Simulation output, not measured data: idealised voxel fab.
Name of the process module below: voxel released beams
We display cut, a cross-section 245 nm in width whose square cells are each 5 nm.
Cross-section, as written here: a square-cell grid given band by band from the top down, where a band holds one or more rows of cells. Each band's line starts with the height of the band's top and of its bottom, in nm. Then come its materials from left to right, each with its width in nm. One material with "full width" fills the band from edge to edge. "blank" is empty space. All heights in this document are referenced to 0, defined as the level beneath which the wafer, as received, consists entirely of one material. The lowest band is not bounded below; it extends indefinitely downward and is written in the form "0 nm and below". Note: "30->40" means the width goes from the first number (top row of the band) to the second number (bottom row) in equal steps per row of cells. When a step is marked "everything unchanged", none of the cells in the cross-section changed during that step. Any empty space of 8 cells or more lacking an open way to the top shows up in "Fully enclosed voids" as width x height at distance, distance from the left edge, in nm. On a step's line, text after the settings is the simulator commenting on that step. Regarding "overlay nm": on a step with a mask, it is the distance the mask lay to the right of its planned place; a negative value places it to the left.

## plan
1. op RECEIVE | material Si
2. op CONFORMAL_DEP | material Al2O3 | thk nm 10
3. op DIRECTIONAL_DEP | material SiO2 | thk nm 10
4. op DIRECTIONAL_DEP | material aC | thk nm 10
5. op PATTERN | tone open | mask id ANCHOR | material resist | width nm 35 | thk nm 25 | overlay nm 0
6. op DIRECTIONAL_ETCH | etch materials aC | depth nm 10
7. op STRIP | etch materials resist
8. op DIRECTIONAL_ETCH | etch materials SiO2 | depth nm 10
9. op STRIP | etch materials aC
10. op CONFORMAL_DEP | material W | thk nm 15
11. op DIRECTIONAL_DEP | material aC | thk nm 15
12. op PATTERN | tone cover | mask id BEAM | material resist | width nm 105 | thk nm 30 | overlay nm 0
13. op DIRECTIONAL_ETCH | etch materials aC | depth nm 15
14. op STRIP | etch materials resist
15. op DIRECTIONAL_ETCH | etch materials W | depth nm 15
16. op STRIP | etch materials aC
17. op STRIP | etch materials SiO2

## First wafer of two (run as planned)

## Cross-section of the wafer at receipt, which is the condition after step 1
    0 nm and below = Si full width
    Fully enclosed voids: none

## Wafer section view after processing step 2
    10 nm to 0 nm = Al2O3 full width
    Heights below 0 show no change.

## Wafer section view after processing step 3
    20 nm to 10 nm = SiO2 full width
    Heights below 10 show no change.

## Wafer section view after processing step 4
    30 nm to 20 nm = aC full width
    Heights below 20 show no change.

## Wafer section view after processing step 5
    55 nm to 30 nm = resist 70 nm / blank 35 nm / resist 140 nm
    Heights below 30 show no change.

## Wafer section view after processing step 6
    45 nm to 30 nm = resist 70 nm / blank 35 nm / resist 140 nm
    30 nm to 20 nm = aC 70 nm / blank 35 nm / aC 140 nm
    Heights below 20 show no change.

## Wafer section view after processing step 7
    30 nm to 20 nm = aC 70 nm / blank 35 nm / aC 140 nm
    Heights below 20 show no change.

## Wafer section view after processing step 8
    30 nm to 20 nm = aC 70 nm / blank 35 nm / aC 140 nm
    20 nm to 10 nm = SiO2 70 nm / blank 35 nm / SiO2 140 nm
    Heights below 10 show no change.

## Wafer section view after processing step 9
    20 nm to 10 nm = SiO2 70 nm / blank 35 nm / SiO2 140 nm
    Heights below 10 show no change.

## Wafer section view after processing step 10
    35 nm to 25 nm = W 85 nm / blank 5 nm / W 155 nm
    25 nm to 20 nm = W full width
    20 nm to 10 nm = SiO2 70 nm / W 35 nm / SiO2 140 nm
    Heights below 10 show no change.

## Wafer section view after processing step 11
    50 nm to 40 nm = aC 85 nm / blank 5 nm / aC 155 nm
    40 nm to 35 nm = aC full width
    35 nm to 25 nm = W 85 nm / aC 5 nm / W 155 nm
    Heights below 25 show no change.

## Wafer section view after processing step 12
    80 nm to 50 nm = blank 65 nm / resist 105 nm / blank 75 nm
    50 nm to 40 nm = aC 85 nm / resist 5 nm / aC 155 nm
    Heights below 40 show no change.

## Wafer section view after processing step 13
    65 nm to 50 nm = blank 65 nm / resist 105 nm / blank 75 nm
    50 nm to 40 nm = blank 65 nm / aC 20 nm / resist 5 nm / aC 80 nm / blank 75 nm
    40 nm to 35 nm = blank 65 nm / aC 105 nm / blank 75 nm
    Heights below 35 show no change.

## Wafer section view after processing step 14
    50 nm to 40 nm = blank 65 nm / aC 20 nm / blank 5 nm / aC 80 nm / blank 75 nm
    Heights below 40 show no change.

## Wafer section view after processing step 15
    50 nm to 40 nm = blank 65 nm / aC 20 nm / blank 5 nm / aC 80 nm / blank 75 nm
    40 nm to 35 nm = blank 65 nm / aC 105 nm / blank 75 nm
    35 nm to 25 nm = blank 65 nm / W 20 nm / aC 5 nm / W 80 nm / blank 75 nm
    25 nm to 20 nm = blank 65 nm / W 105 nm / blank 75 nm
    Heights below 20 show no change.

## Wafer section view after processing step 16
    35 nm to 25 nm = blank 65 nm / W 20 nm / blank 5 nm / W 80 nm / blank 75 nm
    Heights below 25 show no change.

## Wafer section view after processing step 17
    35 nm to 25 nm = blank 65 nm / W 20 nm / blank 5 nm / W 80 nm / blank 75 nm
    25 nm to 20 nm = blank 65 nm / W 105 nm / blank 75 nm
    20 nm to 10 nm = blank 70 nm / W 35 nm / blank 140 nm
    Heights below 10 show no change.

## It is to be noted that the second wafer proceeded from the same initial state and according to the same plan as the first, although one mistake was committed in its execution; through step 11, inclusive, the two wafers share an identical history

## The second wafer cut through, at the time step 12 was supposed to be finished
    80 nm to 50 nm = blank 70 nm / resist 95 nm / blank 80 nm
    50 nm to 40 nm = aC 85 nm / resist 5 nm / aC 155 nm
    Heights below 40 show no change.

## The second wafer cut through, at the time step 13 was supposed to be finished
    65 nm to 50 nm = blank 70 nm / resist 95 nm / blank 80 nm
    50 nm to 40 nm = blank 70 nm / aC 15 nm / resist 5 nm / aC 75 nm / blank 80 nm
    40 nm to 35 nm = blank 70 nm / aC 95 nm / blank 80 nm
    Heights below 35 show no change.

## The second wafer cut through, at the time step 14 was supposed to be finished
    50 nm to 40 nm = blank 70 nm / aC 15 nm / blank 5 nm / aC 75 nm / blank 80 nm
    Heights below 40 show no change.

## The second wafer cut through, at the time step 15 was supposed to be finished
    50 nm to 40 nm = blank 70 nm / aC 15 nm / blank 5 nm / aC 75 nm / blank 80 nm
    40 nm to 35 nm = blank 70 nm / aC 95 nm / blank 80 nm
    35 nm to 25 nm = blank 70 nm / W 15 nm / aC 5 nm / W 75 nm / blank 80 nm
    25 nm to 20 nm = blank 70 nm / W 95 nm / blank 80 nm
    Heights below 20 show no change.

## The second wafer cut through, at the time step 16 was supposed to be finished
    35 nm to 25 nm = blank 70 nm / W 15 nm / blank 5 nm / W 75 nm / blank 80 nm
    Heights below 25 show no change.

## The second wafer cut through, at the time step 17 was supposed to be finished
    35 nm to 25 nm = blank 70 nm / W 15 nm / blank 5 nm / W 75 nm / blank 80 nm
    25 nm to 20 nm = blank 70 nm / W 95 nm / blank 80 nm
    20 nm to 10 nm = blank 70 nm / W 35 nm / blank 140 nm
    Heights below 10 show no change.
So what did we get wrong on this run? step 12 went in with a setting other than planned; the actual run was op PATTERN | tone cover | mask id BEAM | material resist | width nm 95 | thk nm 30 | overlay nm 0
Final tally in cells, some materials are higher or lower on the second wafer than on the first: 6 fewer of W
